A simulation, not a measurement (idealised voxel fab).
Proc. module: voxel transistor to metal
cross-section cut | 205 nm wide | cells 5 nm
How to read a cross-section here: the picture is a grid of square cells, written as bands going from the top down, and any band can span one or more rows of cells. The band entry comprises the height of the band's top followed by the height of its bottom, expressed in nm, and subsequently the band's materials from left to right, each stated together with its width in nm. Where a single material is marked with the word "full width", that material fills the band from edge to edge. The word "air" represents empty space. Heads up on the height convention: 0 is the point under which the incoming wafer is all one material, and the lowest band has no bottom, it just keeps going down, like "from 0 down". You'd read "30->40" like this: the band's top row of cells is as wide as the first number, its bottom row is as wide as the second, and going down, every row changes width by the same amount as the row before did. Where the words "nothing was modified" appear for a step, the cross-section shows no cell changed by that step; every cell remained as before. Basically, "Closed void entries" tells you about the enclosed voids: empty spaces with no open way to the top, 8 cells or bigger, each written width x height at distance, where distance is from the left edge, all in nm. Note: text after step settings on the step line = simulator remark on that step. overlay nm: on a step with a mask, how far right of its planned place the mask lay; negative means left.

The steps planned for the process are as follows:
step 1: op RECEIVE | material Si
step 2: op CONFORMAL_DEP | material SiO2 | thk nm 5
step 3: op CONFORMAL_DEP | material SiN | thk nm 15
step 4: op PATTERN | tone cover | mask id ACTIVE | material resist | width nm 115 | thk nm 15 | overlay nm 0
step 5: op DIRECTIONAL_ETCH | etch materials SiN | depth nm 15
step 6: op DIRECTIONAL_ETCH | etch materials SiO2 | depth nm 5
step 7: op DIRECTIONAL_ETCH | etch materials Si | depth nm 35
step 8: op STRIP | etch materials resist
step 9: op OXIDIZE | depth nm 5
step 10: op FILL_DEP | material SiO2 | thk nm 5
step 11: op CMP | height nm 20
step 12: op SELECTIVE_ETCH | etch materials SiO2 | depth nm 10
step 13: op STRIP | etch materials SiN
step 14: op SELECTIVE_ETCH | etch materials SiO2 | depth nm 5
step 15: op OXIDIZE | depth nm 5
step 16: op DIRECTIONAL_DEP | material polySi | thk nm 20
step 17: op DIRECTIONAL_DEP | material SiCN | thk nm 15
step 18: op PATTERN | tone cover | mask id GATE | material resist | width nm 35 | thk nm 15 | overlay nm 0
step 19: op DIRECTIONAL_ETCH | etch materials SiCN | depth nm 25
step 20: op DIRECTIONAL_ETCH | etch materials polySi | depth nm 30
step 21: op STRIP | etch materials resist
step 22: op CONFORMAL_DEP | material SiN | thk nm 5
step 23: op DIRECTIONAL_ETCH | etch materials SiN | depth nm 5
step 24: op DIRECTIONAL_ETCH | etch materials SiO2 | depth nm 5
step 25: op DIRECTIONAL_ETCH | etch materials Si | depth nm 5
step 26: op EPI | material nSi | thk nm 10
step 27: op FILL_DEP | material SiO2 | thk nm 10
step 28: op CMP | height nm 20
step 29: op STRIP | etch materials polySi
step 30: op SELECTIVE_ETCH | etch materials SiO2 | depth nm 5
step 31: op CONFORMAL_DEP | material HfO2 | thk nm 5
step 32: op CONFORMAL_DEP | material TiN | thk nm 5
step 33: op FILL_DEP | material W | thk nm 5
step 34: op CMP | height nm 15
step 35: op DIRECTIONAL_DEP | material SiO2 | thk nm 10
step 36: op MASKED_ETCH | tone open | mask id CONTACT | width nm 20 | pitch nm 85 | etch materials SiO2 | depth nm 25 | overlay nm 0
step 37: op CONFORMAL_DEP | material TiN | thk nm 5
step 38: op FILL_DEP | material Ru | thk nm 5
step 39: op CMP | height nm 25
step 40: op CONFORMAL_DEP | material SiCN | thk nm 5
step 41: op DIRECTIONAL_DEP | material lowk | thk nm 25
step 42: op MASKED_ETCH | tone open | mask id METAL_1 | width nm 20 | pitch nm 85 | etch materials lowk | depth nm 25 | overlay nm 0
step 43: op MASKED_ETCH | tone open | mask id METAL_1 | width nm 20 | pitch nm 85 | etch materials SiCN | depth nm 5 | overlay nm 0
step 44: op CONFORMAL_DEP | material TiN | thk nm 5
step 45: op FILL_DEP | material Cu | thk nm 5
step 46: op CMP | height nm 55
step 47: op CONFORMAL_DEP | material SiCN | thk nm 5
step 48: op DIRECTIONAL_DEP | material lowk | thk nm 30
step 49: op DIRECTIONAL_DEP | material aC | thk nm 10
step 50: op PATTERN | tone open | mask id METAL_2_HOLES | material resist | width nm 15 | pitch nm 85 | thk nm 25 | overlay nm 0
step 51: op DIRECTIONAL_ETCH | etch materials aC | depth nm 10
step 52: op STRIP | etch materials resist
step 53: op DIRECTIONAL_ETCH | etch materials lowk | depth nm 30
step 54: op STRIP | etch materials aC
step 55: op DIRECTIONAL_DEP | material aC | thk nm 10
step 56: op PATTERN | tone open | mask id METAL_2 | material resist | width nm 20 | pitch nm 85 | thk nm 25 | overlay nm 0
step 57: op DIRECTIONAL_ETCH | etch materials aC | depth nm 10
step 58: op STRIP | etch materials resist
step 59: op DIRECTIONAL_ETCH | etch materials lowk | depth nm 15
step 60: op DIRECTIONAL_ETCH | etch materials SiCN | depth nm 5
step 61: op STRIP | etch materials aC
step 62: op CONFORMAL_DEP | material TiN | thk nm 5
step 63: op FILL_DEP | material Cu | thk nm 5
step 64: op CMP | height nm 90
step 65: op CONFORMAL_DEP | material SiN | thk nm 5

First wafer, as planned:

Cross-sectional view of the wafer in its as-received condition, corresponding to the state after step 1:
- from 0 down: Si full width
- Closed void entries: none

How the wafer stands in section after step 2:
- from 5 to 0: SiO2 full width
- No changes below 0.

How the wafer stands in section after step 3:
- from 20 to 5: SiN full width
- No changes below 5.

How the wafer stands in section after step 4:
- from 35 to 20: 45 air | 115 resist | 45 air
- No changes below 20.

How the wafer stands in section after step 5:
- from 35 to 20: 45 air | 115 resist | 45 air
- from 20 to 5: 45 air | 115 SiN | 45 air
- No changes below 5.

How the wafer stands in section after step 6:
- from 35 to 20: 45 air | 115 resist | 45 air
- from 20 to 5: 45 air | 115 SiN | 45 air
- from 5 to 0: 45 air | 115 SiO2 | 45 air
- No changes below 0.

How the wafer stands in section after step 7:
- from 35 to 20: 45 air | 115 resist | 45 air
- from 20 to 5: 45 air | 115 SiN | 45 air
- from 5 to 0: 45 air | 115 SiO2 | 45 air
- from 0 to -35: 45 air | 115 Si | 45 air
- No changes below -35.

How the wafer stands in section after step 8:
- from 20 to 5: 45 air | 115 SiN | 45 air
- No changes below 5.

How the wafer stands in section after step 9:
- from 20 to 5: 45 air | 115 SiN | 45 air
- from 5 to 0: 45 air | 115 SiO2 | 45 air
- from 0 to -35: 45 air | 5 SiO2 | 105 Si | 5 SiO2 | 45 air
- from -35 to -40: 50 SiO2 | 105 Si | 50 SiO2
- No changes below -40.

How the wafer stands in section after step 10:
- from 25 to 20: SiO2 full width
- from 20 to 5: 45 SiO2 | 115 SiN | 45 SiO2
- from 5 to 0: SiO2 full width
- from 0 to -40: 50 SiO2 | 105 Si | 50 SiO2
- No changes below -40.

How the wafer stands in section after step 11:
- from 20 to 5: 45 SiO2 | 115 SiN | 45 SiO2
- No changes below 5.

How the wafer stands in section after step 12:
- from 20 to 10: 45 air | 115 SiN | 45 air
- No changes below 10.

How the wafer stands in section after step 13:
- from 10 to 5: 45 SiO2 | 115 air | 45 SiO2
- No changes below 5.

How the wafer stands in section after step 14:
- from 5 to 0: 40 SiO2 | 125 air | 40 SiO2
- No changes below 0.

How the wafer stands in section after step 15:
- from 5 to 0: 40 SiO2 | 125 air | 40 SiO2
- from 0 to -5: SiO2 full width
- No changes below -5.

How the wafer stands in section after step 16:
- from 25 to 20: 40 polySi | 125 air | 40 polySi
- from 20 to 5: polySi full width
- from 5 to 0: 40 SiO2 | 125 polySi | 40 SiO2
- No changes below 0.

How the wafer stands in section after step 17:
- from 40 to 35: 40 SiCN | 125 air | 40 SiCN
- from 35 to 25: SiCN full width
- from 25 to 20: 40 polySi | 125 SiCN | 40 polySi
- No changes below 20.

How the wafer stands in section after step 18:
- from 55 to 40: 85 air | 35 resist | 85 air
- from 40 to 35: 40 SiCN | 45 air | 35 resist | 45 air | 40 SiCN
- No changes below 35.

How the wafer stands in section after step 19:
- from 55 to 35: 85 air | 35 resist | 85 air
- from 35 to 25: 85 air | 35 SiCN | 85 air
- from 25 to 20: 40 polySi | 45 air | 35 SiCN | 45 air | 40 polySi
- No changes below 20.

How the wafer stands in section after step 20:
- from 55 to 35: 85 air | 35 resist | 85 air
- from 35 to 20: 85 air | 35 SiCN | 85 air
- from 20 to 5: 85 air | 35 polySi | 85 air
- from 5 to 0: 40 SiO2 | 45 air | 35 polySi | 45 air | 40 SiO2
- No changes below 0.

How the wafer stands in section after step 21:
- from 35 to 20: 85 air | 35 SiCN | 85 air
- No changes below 20.

How the wafer stands in section after step 22:
- from 40 to 35: 80 air | 45 SiN | 80 air
- from 35 to 20: 80 air | 5 SiN | 35 SiCN | 5 SiN | 80 air
- from 20 to 10: 80 air | 5 SiN | 35 polySi | 5 SiN | 80 air
- from 10 to 5: 45 SiN | 35 air | 5 SiN | 35 polySi | 5 SiN | 35 air | 45 SiN
- from 5 to 0: 40 SiO2 | 45 SiN | 35 polySi | 45 SiN | 40 SiO2
- No changes below 0.

How the wafer stands in section after step 23:
- from 35 to 20: 80 air | 5 SiN | 35 SiCN | 5 SiN | 80 air
- from 20 to 5: 80 air | 5 SiN | 35 polySi | 5 SiN | 80 air
- from 5 to 0: 40 SiO2 | 5 SiN | 35 air | 5 SiN | 35 polySi | 5 SiN | 35 air | 5 SiN | 40 SiO2
- No changes below 0.

How the wafer stands in section after step 24:
- from 35 to 20: 80 air | 5 SiN | 35 SiCN | 5 SiN | 80 air
- from 20 to 5: 80 air | 5 SiN | 35 polySi | 5 SiN | 80 air
- from 5 to 0: 40 air | 5 SiN | 35 air | 5 SiN | 35 polySi | 5 SiN | 35 air | 5 SiN | 40 air
- from 0 to -5: 45 SiO2 | 35 air | 45 SiO2 | 35 air | 45 SiO2
- No changes below -5.

How the wafer stands in section after step 25:
- from 35 to 20: 80 air | 5 SiN | 35 SiCN | 5 SiN | 80 air
- from 20 to 5: 80 air | 5 SiN | 35 polySi | 5 SiN | 80 air
- from 5 to 0: 40 air | 5 SiN | 35 air | 5 SiN | 35 polySi | 5 SiN | 35 air | 5 SiN | 40 air
- from 0 to -5: 45 SiO2 | 35 air | 45 SiO2 | 35 air | 45 SiO2
- from -5 to -10: 50 SiO2 | 30 air | 45 Si | 30 air | 50 SiO2
- No changes below -10.

How the wafer stands in section after step 26:
- from 35 to 20: 80 air | 5 SiN | 35 SiCN | 5 SiN | 80 air
- from 20 to 5: 80 air | 5 SiN | 35 polySi | 5 SiN | 80 air
- from 5 to 0: 40 air | 5 SiN | 25 air | 10 nSi | 5 SiN | 35 polySi | 5 SiN | 10 nSi | 25 air | 5 SiN | 40 air
- from 0 to -5: 45 SiO2 | 35 nSi | 45 SiO2 | 35 nSi | 45 SiO2
- from -5 to -10: 50 SiO2 | 30 nSi | 45 Si | 30 nSi | 50 SiO2
- No changes below -10.

How the wafer stands in section after step 27:
- from 45 to 35: SiO2 full width
- from 35 to 20: 80 SiO2 | 5 SiN | 35 SiCN | 5 SiN | 80 SiO2
- from 20 to 5: 80 SiO2 | 5 SiN | 35 polySi | 5 SiN | 80 SiO2
- from 5 to 0: 40 SiO2 | 5 SiN | 25 SiO2 | 10 nSi | 5 SiN | 35 polySi | 5 SiN | 10 nSi | 25 SiO2 | 5 SiN | 40 SiO2
- No changes below 0.

How the wafer stands in section after step 28:
- from 20 to 5: 80 SiO2 | 5 SiN | 35 polySi | 5 SiN | 80 SiO2
- No changes below 5.

How the wafer stands in section after step 29:
- from 20 to 5: 80 SiO2 | 5 SiN | 35 air | 5 SiN | 80 SiO2
- from 5 to 0: 40 SiO2 | 5 SiN | 25 SiO2 | 10 nSi | 5 SiN | 35 air | 5 SiN | 10 nSi | 25 SiO2 | 5 SiN | 40 SiO2
- No changes below 0.

How the wafer stands in section after step 30:
- from 20 to 15: 80 air | 5 SiN | 35 air | 5 SiN | 80 air
- from 15 to 5: 80 SiO2 | 5 SiN | 35 air | 5 SiN | 80 SiO2
- from 5 to 0: 40 SiO2 | 5 SiN | 25 SiO2 | 10 nSi | 5 SiN | 35 air | 5 SiN | 10 nSi | 25 SiO2 | 5 SiN | 40 SiO2
- from 0 to -5: 45 SiO2 | 35 nSi | 45 air | 35 nSi | 45 SiO2
- No changes below -5.

How the wafer stands in section after step 31:
- from 25 to 20: 75 air | 15 HfO2 | 25 air | 15 HfO2 | 75 air
- from 20 to 15: 80 HfO2 | 5 SiN | 5 HfO2 | 25 air | 5 HfO2 | 5 SiN | 80 HfO2
- from 15 to 5: 80 SiO2 | 5 SiN | 5 HfO2 | 25 air | 5 HfO2 | 5 SiN | 80 SiO2
- from 5 to 0: 40 SiO2 | 5 SiN | 25 SiO2 | 10 nSi | 5 SiN | 5 HfO2 | 25 air | 5 HfO2 | 5 SiN | 10 nSi | 25 SiO2 | 5 SiN | 40 SiO2
- from 0 to -5: 45 SiO2 | 35 nSi | 45 HfO2 | 35 nSi | 45 SiO2
- No changes below -5.

How the wafer stands in section after step 32:
- from 30 to 25: 70 air | 25 TiN | 15 air | 25 TiN | 70 air
- from 25 to 20: 75 TiN | 15 HfO2 | 5 TiN | 15 air | 5 TiN | 15 HfO2 | 75 TiN
- from 20 to 15: 80 HfO2 | 5 SiN | 5 HfO2 | 5 TiN | 15 air | 5 TiN | 5 HfO2 | 5 SiN | 80 HfO2
- from 15 to 5: 80 SiO2 | 5 SiN | 5 HfO2 | 5 TiN | 15 air | 5 TiN | 5 HfO2 | 5 SiN | 80 SiO2
- from 5 to 0: 40 SiO2 | 5 SiN | 25 SiO2 | 10 nSi | 5 SiN | 5 HfO2 | 25 TiN | 5 HfO2 | 5 SiN | 10 nSi | 25 SiO2 | 5 SiN | 40 SiO2
- No changes below 0.

How the wafer stands in section after step 33:
- from 35 to 30: W full width
- from 30 to 25: 70 W | 25 TiN | 15 W | 25 TiN | 70 W
- from 25 to 20: 75 TiN | 15 HfO2 | 5 TiN | 15 W | 5 TiN | 15 HfO2 | 75 TiN
- from 20 to 15: 80 HfO2 | 5 SiN | 5 HfO2 | 5 TiN | 15 W | 5 TiN | 5 HfO2 | 5 SiN | 80 HfO2
- from 15 to 5: 80 SiO2 | 5 SiN | 5 HfO2 | 5 TiN | 15 W | 5 TiN | 5 HfO2 | 5 SiN | 80 SiO2
- No changes below 5.

How the wafer stands in section after step 34:
- from 15 to 5: 80 SiO2 | 5 SiN | 5 HfO2 | 5 TiN | 15 W | 5 TiN | 5 HfO2 | 5 SiN | 80 SiO2
- No changes below 5.

How the wafer stands in section after step 35:
- from 25 to 15: SiO2 full width
- No changes below 15.

How the wafer stands in section after step 36:
- from 25 to 15: 50 SiO2 | 20 air | 65 SiO2 | 20 air | 50 SiO2
- from 15 to 5: 50 SiO2 | 20 air | 10 SiO2 | 5 SiN | 5 HfO2 | 5 TiN | 15 W | 5 TiN | 5 HfO2 | 5 SiN | 10 SiO2 | 20 air | 50 SiO2
- from 5 to 0: 40 SiO2 | 5 SiN | 5 SiO2 | 20 air | 10 nSi | 5 SiN | 5 HfO2 | 25 TiN | 5 HfO2 | 5 SiN | 10 nSi | 20 air | 5 SiO2 | 5 SiN | 40 SiO2
- No changes below 0.

How the wafer stands in section after step 37:
- from 30 to 25: 55 TiN | 10 air | 75 TiN | 10 air | 55 TiN
- from 25 to 15: 50 SiO2 | 5 TiN | 10 air | 5 TiN | 65 SiO2 | 5 TiN | 10 air | 5 TiN | 50 SiO2
- from 15 to 5: 50 SiO2 | 5 TiN | 10 air | 5 TiN | 10 SiO2 | 5 SiN | 5 HfO2 | 5 TiN | 15 W | 5 TiN | 5 HfO2 | 5 SiN | 10 SiO2 | 5 TiN | 10 air | 5 TiN | 50 SiO2
- from 5 to 0: 40 SiO2 | 5 SiN | 5 SiO2 | 20 TiN | 10 nSi | 5 SiN | 5 HfO2 | 25 TiN | 5 HfO2 | 5 SiN | 10 nSi | 20 TiN | 5 SiO2 | 5 SiN | 40 SiO2
- No changes below 0.

How the wafer stands in section after step 38:
- from 35 to 30: Ru full width
- from 30 to 25: 55 TiN | 10 Ru | 75 TiN | 10 Ru | 55 TiN
- from 25 to 15: 50 SiO2 | 5 TiN | 10 Ru | 5 TiN | 65 SiO2 | 5 TiN | 10 Ru | 5 TiN | 50 SiO2
- from 15 to 5: 50 SiO2 | 5 TiN | 10 Ru | 5 TiN | 10 SiO2 | 5 SiN | 5 HfO2 | 5 TiN | 15 W | 5 TiN | 5 HfO2 | 5 SiN | 10 SiO2 | 5 TiN | 10 Ru | 5 TiN | 50 SiO2
- No changes below 5.

How the wafer stands in section after step 39:
- from 25 to 15: 50 SiO2 | 5 TiN | 10 Ru | 5 TiN | 65 SiO2 | 5 TiN | 10 Ru | 5 TiN | 50 SiO2
- No changes below 15.

How the wafer stands in section after step 40:
- from 30 to 25: SiCN full width
- No changes below 25.

How the wafer stands in section after step 41:
- from 55 to 30: lowk full width
- No changes below 30.

How the wafer stands in section after step 42:
- from 55 to 30: 50 lowk | 20 air | 65 lowk | 20 air | 50 lowk
- No changes below 30.

How the wafer stands in section after step 43:
- from 55 to 30: 50 lowk | 20 air | 65 lowk | 20 air | 50 lowk
- from 30 to 25: 50 SiCN | 20 air | 65 SiCN | 20 air | 50 SiCN
- No changes below 25.

How the wafer stands in section after step 44:
- from 60 to 55: 55 TiN | 10 air | 75 TiN | 10 air | 55 TiN
- from 55 to 30: 50 lowk | 5 TiN | 10 air | 5 TiN | 65 lowk | 5 TiN | 10 air | 5 TiN | 50 lowk
- from 30 to 25: 50 SiCN | 20 TiN | 65 SiCN | 20 TiN | 50 SiCN
- No changes below 25.

How the wafer stands in section after step 45:
- from 65 to 60: Cu full width
- from 60 to 55: 55 TiN | 10 Cu | 75 TiN | 10 Cu | 55 TiN
- from 55 to 30: 50 lowk | 5 TiN | 10 Cu | 5 TiN | 65 lowk | 5 TiN | 10 Cu | 5 TiN | 50 lowk
- No changes below 30.

How the wafer stands in section after step 46:
- from 55 to 30: 50 lowk | 5 TiN | 10 Cu | 5 TiN | 65 lowk | 5 TiN | 10 Cu | 5 TiN | 50 lowk
- No changes below 30.

How the wafer stands in section after step 47:
- from 60 to 55: SiCN full width
- No changes below 55.

How the wafer stands in section after step 48:
- from 90 to 60: lowk full width
- No changes below 60.

How the wafer stands in section after step 49:
- from 100 to 90: aC full width
- No changes below 90.

How the wafer stands in section after step 50:
- from 125 to 100: 50 resist | 15 air | 70 resist | 15 air | 55 resist
- No changes below 100.

How the wafer stands in section after step 51:
- from 115 to 100: 50 resist | 15 air | 70 resist | 15 air | 55 resist
- from 100 to 90: 50 aC | 15 air | 70 aC | 15 air | 55 aC
- No changes below 90.

How the wafer stands in section after step 52:
- from 100 to 90: 50 aC | 15 air | 70 aC | 15 air | 55 aC
- No changes below 90.

How the wafer stands in section after step 53:
- from 100 to 90: 50 aC | 15 air | 70 aC | 15 air | 55 aC
- from 90 to 60: 50 lowk | 15 air | 70 lowk | 15 air | 55 lowk
- No changes below 60.

How the wafer stands in section after step 54:
- from 90 to 60: 50 lowk | 15 air | 70 lowk | 15 air | 55 lowk
- No changes below 60.

How the wafer stands in section after step 55:
- from 100 to 90: 50 aC | 15 air | 70 aC | 15 air | 55 aC
- from 90 to 70: 50 lowk | 15 air | 70 lowk | 15 air | 55 lowk
- from 70 to 60: 50 lowk | 15 aC | 70 lowk | 15 aC | 55 lowk
- No changes below 60.

How the wafer stands in section after step 56:
- from 125 to 100: 50 resist | 20 air | 65 resist | 20 air | 50 resist
- No changes below 100.

How the wafer stands in section after step 57:
- from 115 to 100: 50 resist | 20 air | 65 resist | 20 air | 50 resist
- from 100 to 90: 50 aC | 20 air | 65 aC | 20 air | 50 aC
- from 90 to 60: 50 lowk | 15 air | 70 lowk | 15 air | 55 lowk
- No changes below 60.

How the wafer stands in section after step 58:
- from 100 to 90: 50 aC | 20 air | 65 aC | 20 air | 50 aC
- No changes below 90.

How the wafer stands in section after step 59:
- from 100 to 90: 50 aC | 20 air | 65 aC | 20 air | 50 aC
- from 90 to 75: 50 lowk | 20 air | 65 lowk | 20 air | 50 lowk
- No changes below 75.

How the wafer stands in section after step 60:
- from 100 to 90: 50 aC | 20 air | 65 aC | 20 air | 50 aC
- from 90 to 75: 50 lowk | 20 air | 65 lowk | 20 air | 50 lowk
- from 75 to 60: 50 lowk | 15 air | 70 lowk | 15 air | 55 lowk
- from 60 to 55: 50 SiCN | 15 air | 70 SiCN | 15 air | 55 SiCN
- No changes below 55.

How the wafer stands in section after step 61:
- from 90 to 75: 50 lowk | 20 air | 65 lowk | 20 air | 50 lowk
- No changes below 75.

How the wafer stands in section after step 62:
- from 95 to 90: 55 TiN | 10 air | 75 TiN | 10 air | 55 TiN
- from 90 to 80: 50 lowk | 5 TiN | 10 air | 5 TiN | 65 lowk | 5 TiN | 10 air | 5 TiN | 50 lowk
- from 80 to 75: 50 lowk | 5 TiN | 5 air | 10 TiN | 65 lowk | 5 TiN | 5 air | 10 TiN | 50 lowk
- from 75 to 60: 50 lowk | 5 TiN | 5 air | 5 TiN | 70 lowk | 5 TiN | 5 air | 5 TiN | 55 lowk
- from 60 to 55: 50 SiCN | 15 TiN | 70 SiCN | 15 TiN | 55 SiCN
- No changes below 55.

How the wafer stands in section after step 63:
- from 100 to 95: Cu full width
- from 95 to 90: 55 TiN | 10 Cu | 75 TiN | 10 Cu | 55 TiN
- from 90 to 80: 50 lowk | 5 TiN | 10 Cu | 5 TiN | 65 lowk | 5 TiN | 10 Cu | 5 TiN | 50 lowk
- from 80 to 75: 50 lowk | 5 TiN | 5 Cu | 10 TiN | 65 lowk | 5 TiN | 5 Cu | 10 TiN | 50 lowk
- from 75 to 60: 50 lowk | 5 TiN | 5 Cu | 5 TiN | 70 lowk | 5 TiN | 5 Cu | 5 TiN | 55 lowk
- No changes below 60.

How the wafer stands in section after step 64:
- from 90 to 80: 50 lowk | 5 TiN | 10 Cu | 5 TiN | 65 lowk | 5 TiN | 10 Cu | 5 TiN | 50 lowk
- No changes below 80.

How the wafer stands in section after step 65:
- from 95 to 90: SiN full width
- No changes below 90.

It is to be noted that the second wafer proceeded from the same initial state and according to the same plan as the first, although one mistake was committed in its execution; through step 42, inclusive, the two wafers share an identical history:

Second wafer, section view, time point: scheduled end of step 43:
- from 55 to 30: 50 lowk | 20 air | 65 lowk | 20 air | 50 lowk
- from 30 to 25: 50 SiCN | 15 air | 70 SiCN | 15 air | 55 SiCN
- No changes below 25.

Second wafer, section view, time point: scheduled end of step 44:
- from 60 to 55: 55 TiN | 10 air | 75 TiN | 10 air | 55 TiN
- from 55 to 35: 50 lowk | 5 TiN | 10 air | 5 TiN | 65 lowk | 5 TiN | 10 air | 5 TiN | 50 lowk
- from 35 to 30: 50 lowk | 5 TiN | 5 air | 10 TiN | 65 lowk | 5 TiN | 5 air | 10 TiN | 50 lowk
- from 30 to 25: 50 SiCN | 15 TiN | 70 SiCN | 15 TiN | 55 SiCN
- No changes below 25.

Second wafer, section view, time point: scheduled end of step 45:
- from 65 to 60: Cu full width
- from 60 to 55: 55 TiN | 10 Cu | 75 TiN | 10 Cu | 55 TiN
- from 55 to 35: 50 lowk | 5 TiN | 10 Cu | 5 TiN | 65 lowk | 5 TiN | 10 Cu | 5 TiN | 50 lowk
- from 35 to 30: 50 lowk | 5 TiN | 5 Cu | 10 TiN | 65 lowk | 5 TiN | 5 Cu | 10 TiN | 50 lowk
- No changes below 30.

Second wafer, section view, time point: scheduled end of step 46:
- from 55 to 35: 50 lowk | 5 TiN | 10 Cu | 5 TiN | 65 lowk | 5 TiN | 10 Cu | 5 TiN | 50 lowk
- No changes below 35.

Second wafer, section view, time point: scheduled end of step 47:
- from 60 to 55: SiCN full width
- No changes below 55.

Second wafer, section view, time point: scheduled end of step 48:
- from 90 to 60: lowk full width
- No changes below 60.

Second wafer, section view, time point: scheduled end of step 49:
- from 100 to 90: aC full width
- No changes below 90.

Second wafer, section view, time point: scheduled end of step 50:
- from 125 to 100: 50 resist | 15 air | 70 resist | 15 air | 55 resist
- No changes below 100.

Second wafer, section view, time point: scheduled end of step 51:
- from 115 to 100: 50 resist | 15 air | 70 resist | 15 air | 55 resist
- from 100 to 90: 50 aC | 15 air | 70 aC | 15 air | 55 aC
- No changes below 90.

Second wafer, section view, time point: scheduled end of step 52:
- from 100 to 90: 50 aC | 15 air | 70 aC | 15 air | 55 aC
- No changes below 90.

Second wafer, section view, time point: scheduled end of step 53:
- from 100 to 90: 50 aC | 15 air | 70 aC | 15 air | 55 aC
- from 90 to 60: 50 lowk | 15 air | 70 lowk | 15 air | 55 lowk
- No changes below 60.

Second wafer, section view, time point: scheduled end of step 54:
- from 90 to 60: 50 lowk | 15 air | 70 lowk | 15 air | 55 lowk
- No changes below 60.

Second wafer, section view, time point: scheduled end of step 55:
- from 100 to 90: 50 aC | 15 air | 70 aC | 15 air | 55 aC
- from 90 to 70: 50 lowk | 15 air | 70 lowk | 15 air | 55 lowk
- from 70 to 60: 50 lowk | 15 aC | 70 lowk | 15 aC | 55 lowk
- No changes below 60.

Second wafer, section view, time point: scheduled end of step 56:
- from 125 to 100: 50 resist | 20 air | 65 resist | 20 air | 50 resist
- No changes below 100.

Second wafer, section view, time point: scheduled end of step 57:
- from 115 to 100: 50 resist | 20 air | 65 resist | 20 air | 50 resist
- from 100 to 90: 50 aC | 20 air | 65 aC | 20 air | 50 aC
- from 90 to 60: 50 lowk | 15 air | 70 lowk | 15 air | 55 lowk
- No changes below 60.

Second wafer, section view, time point: scheduled end of step 58:
- from 100 to 90: 50 aC | 20 air | 65 aC | 20 air | 50 aC
- No changes below 90.

Second wafer, section view, time point: scheduled end of step 59:
- from 100 to 90: 50 aC | 20 air | 65 aC | 20 air | 50 aC
- from 90 to 75: 50 lowk | 20 air | 65 lowk | 20 air | 50 lowk
- No changes below 75.

Second wafer, section view, time point: scheduled end of step 60:
- from 100 to 90: 50 aC | 20 air | 65 aC | 20 air | 50 aC
- from 90 to 75: 50 lowk | 20 air | 65 lowk | 20 air | 50 lowk
- from 75 to 60: 50 lowk | 15 air | 70 lowk | 15 air | 55 lowk
- from 60 to 55: 50 SiCN | 15 air | 70 SiCN | 15 air | 55 SiCN
- No changes below 55.

Second wafer, section view, time point: scheduled end of step 61:
- from 90 to 75: 50 lowk | 20 air | 65 lowk | 20 air | 50 lowk
- No changes below 75.

Second wafer, section view, time point: scheduled end of step 62:
- from 95 to 90: 55 TiN | 10 air | 75 TiN | 10 air | 55 TiN
- from 90 to 80: 50 lowk | 5 TiN | 10 air | 5 TiN | 65 lowk | 5 TiN | 10 air | 5 TiN | 50 lowk
- from 80 to 75: 50 lowk | 5 TiN | 5 air | 10 TiN | 65 lowk | 5 TiN | 5 air | 10 TiN | 50 lowk
- from 75 to 60: 50 lowk | 5 TiN | 5 air | 5 TiN | 70 lowk | 5 TiN | 5 air | 5 TiN | 55 lowk
- from 60 to 55: 50 SiCN | 15 TiN | 70 SiCN | 15 TiN | 55 SiCN
- No changes below 55.

Second wafer, section view, time point: scheduled end of step 63:
- from 100 to 95: Cu full width
- from 95 to 90: 55 TiN | 10 Cu | 75 TiN | 10 Cu | 55 TiN
- from 90 to 80: 50 lowk | 5 TiN | 10 Cu | 5 TiN | 65 lowk | 5 TiN | 10 Cu | 5 TiN | 50 lowk
- from 80 to 75: 50 lowk | 5 TiN | 5 Cu | 10 TiN | 65 lowk | 5 TiN | 5 Cu | 10 TiN | 50 lowk
- from 75 to 60: 50 lowk | 5 TiN | 5 Cu | 5 TiN | 70 lowk | 5 TiN | 5 Cu | 5 TiN | 55 lowk
- No changes below 60.

Second wafer, section view, time point: scheduled end of step 64:
- from 90 to 80: 50 lowk | 5 TiN | 10 Cu | 5 TiN | 65 lowk | 5 TiN | 10 Cu | 5 TiN | 50 lowk
- No changes below 80.

Second wafer, section view, time point: scheduled end of step 65:
- from 95 to 90: SiN full width
- No changes below 90.
Processing error: step 43 was processed under conditions differing from the plan, specifically as op MASKED_ETCH | tone open | mask id METAL_1 | width nm 20 | pitch nm 85 | etch materials SiCN | depth nm 5 | overlay nm -5
Looking at both finished wafers in cells, the second ends up ahead of or behind the first on some materials: Cu -2, SiCN +2
